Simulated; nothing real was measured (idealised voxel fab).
Name of the process module below: voxel transistor to metal
It is cross-section cut that appears here, measuring 140 nm in width, its square cells being 5 nm in size.
Heads up, the way a cross-section reads in here is a grid of square cells, handed over as bands from the top down, with every band being one or more rows of cells.
Top height, bottom height, nm. Materials left to right, width each, nm. Single material + "everywhere" = fills band edge to edge. "air" = empty.
Height is counted from the level 0, under which the received wafer is composed throughout of one material. The lowest of the bands is not closed at the bottom but continues downward, in the notation "z 0 and below".
A two-number width, for instance "30->40", indicates that the width is equal to the first number in the top row of the band and to the second number in the bottom row, and that it changes by a constant amount per row of cells.
Step note "nothing changed" = no cross-section cell changed.
The entry titled "Sealed internal voids" provides the empty spaces that have no open way to the top, restricted to those of 8 cells or more. Each is presented as width x height at distance, the distance being measured from the left edge, with all three in nm.
Read whatever lies past the settings on a step's line as the simulator's own remark about the step.
overlay nm: mask right of planned place by this much (step with mask). Neg. = left.

The steps planned for the process are as follows
| 1 | RECEIVE with material Si |
| 2 | OXIDIZE with depth nm 5 |
| 3 | CONFORMAL_DEP with material SiN, thk nm 10 |
| 4 | MASKED_ETCH with tone cover, mask id ACTIVE, width nm 105, etch materials SiN, depth nm 10, overlay nm 0 |
| 5 | MASKED_ETCH with tone cover, mask id ACTIVE, width nm 105, etch materials SiO2, depth nm 5, overlay nm 0 |
| 6 | MASKED_ETCH with tone cover, mask id ACTIVE, width nm 105, etch materials Si, depth nm 30, overlay nm 0 |
| 7 | OXIDIZE with depth nm 5 |
| 8 | FILL_DEP with material SiO2, thk nm 15 |
| 9 | CMP with height nm 10 |
| 10 | SELECTIVE_ETCH with etch materials SiO2, depth nm 5 |
| 11 | STRIP with etch materials SiN |
| 12 | SELECTIVE_ETCH with etch materials SiO2, depth nm 5 |
| 13 | OXIDIZE with depth nm 5 |
| 14 | DIRECTIONAL_DEP with material polySi, thk nm 20 |
| 15 | DIRECTIONAL_DEP with material SiCN, thk nm 15 |
| 16 | DIRECTIONAL_DEP with material aC, thk nm 10 |
| 17 | PATTERN with tone cover, mask id GATE, material resist, width nm 25, thk nm 25, overlay nm 0 |
| 18 | DIRECTIONAL_ETCH with etch materials aC, depth nm 10 |
| 19 | STRIP with etch materials resist |
| 20 | DIRECTIONAL_ETCH with etch materials SiCN, depth nm 25 |
| 21 | DIRECTIONAL_ETCH with etch materials polySi, depth nm 30 |
| 22 | STRIP with etch materials aC |
| 23 | CONFORMAL_DEP with material SiN, thk nm 5 |
| 24 | DIRECTIONAL_ETCH with etch materials SiN, depth nm 5 |
| 25 | DIRECTIONAL_ETCH with etch materials SiO2, depth nm 5 |
| 26 | DIRECTIONAL_ETCH with etch materials Si, depth nm 5 |
| 27 | EPI with material pSi, thk nm 10 |
| 28 | FILL_DEP with material SiO2, thk nm 10 |
| 29 | CMP with height nm 15 |
| 30 | STRIP with etch materials polySi |
| 31 | SELECTIVE_ETCH with etch materials SiO2, depth nm 5 |
| 32 | CONFORMAL_DEP with material HfO2, thk nm 5 |
| 33 | CONFORMAL_DEP with material TiN, thk nm 5 |
| 34 | FILL_DEP with material W, thk nm 5 |
| 35 | CMP with height nm 10 |
| 36 | DIRECTIONAL_DEP with material SiO2, thk nm 10 |
| 37 | PATTERN with tone open, mask id CONTACT, material resist, width nm 15, pitch nm 80, thk nm 15, overlay nm 0 |
| 38 | DIRECTIONAL_ETCH with etch materials SiO2, depth nm 25 |
| 39 | STRIP with etch materials resist |
| 40 | CONFORMAL_DEP with material TiN, thk nm 5 |
| 41 | FILL_DEP with material Ru, thk nm 10 |
| 42 | CMP with height nm 20 |
| 43 | CONFORMAL_DEP with material SiCN, thk nm 5 |
| 44 | DIRECTIONAL_DEP with material lowk, thk nm 20 |
| 45 | DIRECTIONAL_DEP with material aC, thk nm 15 |
| 46 | PATTERN with tone open, mask id METAL_1, material resist, width nm 15, pitch nm 80, thk nm 30, overlay nm 0 |
| 47 | DIRECTIONAL_ETCH with etch materials aC, depth nm 15 |
| 48 | STRIP with etch materials resist |
| 49 | DIRECTIONAL_ETCH with etch materials lowk, depth nm 20 |
| 50 | DIRECTIONAL_ETCH with etch materials SiCN, depth nm 5 |
| 51 | STRIP with etch materials aC |
| 52 | CONFORMAL_DEP with material TiN, thk nm 5 |
| 53 | FILL_DEP with material Cu, thk nm 5 |
| 54 | CMP with height nm 45 |
| 55 | CONFORMAL_DEP with material SiCN, thk nm 5 |
| 56 | DIRECTIONAL_DEP with material lowk, thk nm 35 |
| 57 | PATTERN with tone open, mask id METAL_2, material resist, width nm 15, pitch nm 80, thk nm 15, overlay nm 0 |
| 58 | DIRECTIONAL_ETCH with etch materials lowk, depth nm 20 |
| 59 | STRIP with etch materials resist |
| 60 | MASKED_ETCH with tone open, mask id METAL_2_HOLES, width nm 15, pitch nm 80, etch materials lowk, depth nm 15, overlay nm 0 |
| 61 | MASKED_ETCH with tone open, mask id METAL_2_HOLES, width nm 15, pitch nm 80, etch materials SiCN, depth nm 5, overlay nm 0 |
| 62 | CONFORMAL_DEP with material TiN, thk nm 5 |
| 63 | FILL_DEP with material Ru, thk nm 10 |
| 64 | CMP with height nm 85 |
| 65 | CONFORMAL_DEP with material SiCN, thk nm 5 |

Delivered wafer in cross-section: state after step 1
> z 0 and below | Si everywhere
> Sealed internal voids: none

End-of-module XS, first of two wafers, run as planned
> z 90 to 85 | SiCN everywhere
> z 85 to 50 | 20 of lowk / 5 of TiN / 5 of Ru / 5 of TiN / 65 of lowk / 5 of TiN / 5 of Ru / 5 of TiN / 25 of lowk
> z 50 to 45 | 20 of SiCN / 15 of TiN / 65 of SiCN / 15 of TiN / 25 of SiCN
> z 45 to 25 | 20 of lowk / 5 of TiN / 5 of Cu / 5 of TiN / 65 of lowk / 5 of TiN / 5 of Cu / 5 of TiN / 25 of lowk
> z 25 to 20 | 20 of SiCN / 15 of TiN / 65 of SiCN / 15 of TiN / 25 of SiCN
> z 20 to 10 | 20 of SiO2 / 5 of TiN / 5 of Ru / 5 of TiN / 65 of SiO2 / 5 of TiN / 5 of Ru / 5 of TiN / 25 of SiO2
> z 10 to 0 | 20 of SiO2 / 5 of TiN / 5 of Ru / 5 of TiN / 15 of SiO2 / 5 of SiN / 5 of HfO2 / 5 of TiN / 5 of W / 5 of TiN / 5 of HfO2 / 5 of SiN / 15 of SiO2 / 5 of TiN / 5 of Ru / 5 of TiN / 25 of SiO2
> z 0 to -5 | 10 of SiO2 / 5 of SiN / 5 of SiO2 / 15 of TiN / 5 of SiO2 / 10 of pSi / 5 of SiN / 5 of HfO2 / 15 of TiN / 5 of HfO2 / 5 of SiN / 10 of pSi / 5 of SiO2 / 15 of TiN / 5 of SiO2 / 5 of SiN / 15 of SiO2
> z -5 to -10 | 15 of SiO2 / 35 of pSi / 35 of HfO2 / 35 of pSi / 20 of SiO2
> z -10 to -15 | 20 of SiO2 / 30 of pSi / 35 of Si / 30 of pSi / 25 of SiO2
> z -15 to -40 | 20 of SiO2 / 95 of Si / 25 of SiO2
> z -40 and below | Si everywhere
> Sealed internal voids: none

Presented here is a cross-section of the second of the two wafers as it stood at the end of the module. It was started in the same manner and assigned the same plan as the first wafer; however, one mistake was made in its execution
> z 90 to 85 | SiCN everywhere
> z 85 to 50 | 20 of lowk / 5 of TiN / 5 of Ru / 5 of TiN / 65 of lowk / 5 of TiN / 5 of Ru / 5 of TiN / 25 of lowk
> z 50 to 45 | 20 of SiCN / 15 of TiN / 65 of SiCN / 15 of TiN / 25 of SiCN
> z 45 to 25 | 20 of lowk / 5 of TiN / 5 of Cu / 5 of TiN / 65 of lowk / 5 of TiN / 5 of Cu / 5 of TiN / 25 of lowk
> z 25 to 20 | 20 of SiCN / 15 of TiN / 65 of SiCN / 15 of TiN / 25 of SiCN
> z 20 to 10 | 20 of SiO2 / 5 of TiN / 5 of Ru / 5 of TiN / 65 of SiO2 / 5 of TiN / 5 of Ru / 5 of TiN / 25 of SiO2
> z 10 to 0 | 20 of SiO2 / 5 of TiN / 5 of Ru / 5 of TiN / 15 of SiO2 / 5 of SiN / 5 of TiN / 5 of HfO2 / 5 of W / 5 of HfO2 / 5 of TiN / 5 of SiN / 15 of SiO2 / 5 of TiN / 5 of Ru / 5 of TiN / 25 of SiO2
> z 0 to -5 | 10 of SiO2 / 5 of SiN / 5 of SiO2 / 15 of TiN / 5 of SiO2 / 10 of pSi / 5 of SiN / 5 of TiN / 15 of HfO2 / 5 of TiN / 5 of SiN / 10 of pSi / 5 of SiO2 / 15 of TiN / 5 of SiO2 / 5 of SiN / 15 of SiO2
> z -5 to -10 | 15 of SiO2 / 35 of pSi / 35 of TiN / 35 of pSi / 20 of SiO2
> z -10 to -15 | 20 of SiO2 / 30 of pSi / 35 of Si / 30 of pSi / 25 of SiO2
> z -15 to -40 | 20 of SiO2 / 95 of Si / 25 of SiO2
> z -40 and below | Si everywhere
> Sealed internal voids: none
In executing the process, a mistake was made relative to the plan: contrary to the plan, steps 32 and 33 were processed in exchanged order
at the end the second wafer has, in cells: HfO2 -6 | TiN +6
